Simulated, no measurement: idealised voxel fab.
Process module heading - voxel released beams
Section cut is 245 nm wide and gridded with 5 nm square cells.
When this document writes out a cross-section, it uses a grid of square cells and lists it as bands, beginning at the top and moving down, with a band standing for one or more rows of cells.
First you get the band's top height and its bottom height, in nm, and then the materials it's made of, left to right, with each width in nm. If you see a single material with "edge to edge", that one covers the band edge to edge. "air" is empty space.
Heights are reckoned from 0. Under this level, the received wafer is all of one material. The bottommost band is open-ended downward, for example "0 -> down".
It should be noted that a width expressed as "30..40" varies in equal increments from row to row of cells within the band, taking the value of the first number at the top row and that of the second number at the bottom row.
"no modifications" (step): cross-section cells unchanged, all of them.
The entry titled "Enclosed empty spaces" provides the empty spaces that have no open way to the top, restricted to those of 8 cells or more. Each is presented as width x height at distance, the distance being measured from the left edge, with all three in nm.
That trailing text on a step's line, after the settings, is the simulator's own remark on the step.
"overlay nm" denotes, for a step that has a mask, the displacement of the mask to the right of its planned place, with negative values corresponding to the left.

-- Planned process steps
| 1 | RECEIVE (material Si) |
| 2 | CONFORMAL_DEP (material Al2O3; thk nm 5) |
| 3 | DIRECTIONAL_DEP (material SiO2; thk nm 15) |
| 4 | MASKED_ETCH (tone open; mask id ANCHOR; width nm 25; etch materials SiO2; depth nm 15; overlay nm 0) |
| 5 | CONFORMAL_DEP (material polySi; thk nm 10) |
| 6 | MASKED_ETCH (tone cover; mask id BEAM; width nm 70; etch materials polySi; depth nm 10; overlay nm 0) |
| 7 | STRIP (etch materials SiO2) |

-- Wafer, first of two, run as planned

-- So this is the incoming wafer in cross-section - it's already been through step 1
- 0 -> down: Si edge to edge
- Enclosed empty spaces: none

-- The wafer, seen in cross-section, after step 2
- 5 -> 0: Al2O3 edge to edge
- At heights below 0, the structure remains unaltered.

-- The wafer, seen in cross-section, after step 3
- 20 -> 5: SiO2 edge to edge
- At heights below 5, the structure remains unaltered.

-- The wafer, seen in cross-section, after step 4
- 20 -> 5: SiO2=90, then air=25, then SiO2=130
- At heights below 5, the structure remains unaltered.

-- The wafer, seen in cross-section, after step 5
- 30 -> 20: polySi=100, then air=5, then polySi=140
- 20 -> 15: SiO2=90, then polySi=10, then air=5, then polySi=10, then SiO2=130
- 15 -> 5: SiO2=90, then polySi=25, then SiO2=130
- At heights below 5, the structure remains unaltered.

-- The wafer, seen in cross-section, after step 6
- 30 -> 20: air=85, then polySi=15, then air=5, then polySi=50, then air=90
- At heights below 20, the structure remains unaltered.

-- The wafer, seen in cross-section, after step 7
- 30 -> 20: air=85, then polySi=15, then air=5, then polySi=50, then air=90
- 20 -> 15: air=90, then polySi=10, then air=5, then polySi=10, then air=130
- 15 -> 5: air=90, then polySi=25, then air=130
- At heights below 5, the structure remains unaltered.

-- Second of two: same start, same plan, one run error; steps up to and including 2 match the first

Cross-sectional representation of the second wafer at the time designated in the plan for the completion of step 3: no modifications

Cross-sectional representation of the second wafer at the time designated in the plan for the completion of step 4: no modifications

-- Cross-sectional representation of the second wafer at the time designated in the plan for the completion of step 5
- 15 -> 5: polySi edge to edge
- At heights below 5, the structure remains unaltered.

-- Cross-sectional representation of the second wafer at the time designated in the plan for the completion of step 6
- 15 -> 5: air=85, then polySi=70, then air=90
- At heights below 5, the structure remains unaltered.

Cross-sectional representation of the second wafer at the time designated in the plan for the completion of step 7: no modifications
Heads up, the wafer didn't run the way we planned it: plan step 3 skipped
Final difference in cells, second wafer against first, listed per material as more or fewer: polySi -12
